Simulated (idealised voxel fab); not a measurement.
process module | voxel lift off
cross-section cut | 150 nm wide | cells 5 nm
A cross-section is a grid of square cells, given in bands from the top down. A band is one or more rows of cells.
Each band's line starts with the height of the band's top and of its bottom, in nm. Then come its materials from left to right, each with its width in nm. One material with "throughout" fills the band from edge to edge. "air" is empty space.
Height 0 is the level under which the wafer as received is all one material. The lowest band goes on downwards, as in "0 down".
A width such as "30 to 40" changes by the same amount from each row of cells to the next, from the band's top row to its bottom row.
"no change" after a step means that no cell of the cross-section changed.
closed voids: empty space of 8 cells or more with no open way to the top, each as width x height at its distance from the left edge, in nm
after a step's settings: what the simulator itself notes on the step
overlay nm, on a step with a mask: how far to the right of its planned place the mask lay; to the left if negative
plan
1 op RECEIVE | material Si
2 op CONFORMAL_DEP | material Al2O3 | thk nm 10
3 op PATTERN | tone open | mask id LINES | material resist | width nm 15 | pitch nm 35 | thk nm 25 | overlay nm 0
4 op DIRECTIONAL_DEP | material Ru | thk nm 10
5 op STRIP | etch materials resist
6 op CONFORMAL_DEP | material SiCN | thk nm 10
as received, after step 1
  0 down: Si throughout
  closed voids: none
first wafer at the end, as planned
  30 to 20: air 40 | SiCN 70 | air 40
  20 to 10: SiCN 50 | Ru 15 | SiCN 20 | Ru 15 | SiCN 50
  10 to 0: Al2O3 throughout
  0 down: Si throughout
  closed voids: none
second wafer at the end: like start, like plan, one mistake
  30 to 20: SiCN throughout
  20 to 10: Ru 50 | SiCN 15 | Ru 20 | SiCN 15 | Ru 50
  10 to 0: Al2O3 throughout
  0 down: Si throughout
  closed voids: none
what went wrong: step 3 ran as: op PATTERN | tone cover | mask id LINES | material resist | width nm 15 | pitch nm 35 | thk nm 25 | overlay nm 0
at the end the second wafer has, in cells: 36 more of Ru | 4 fewer of SiCN
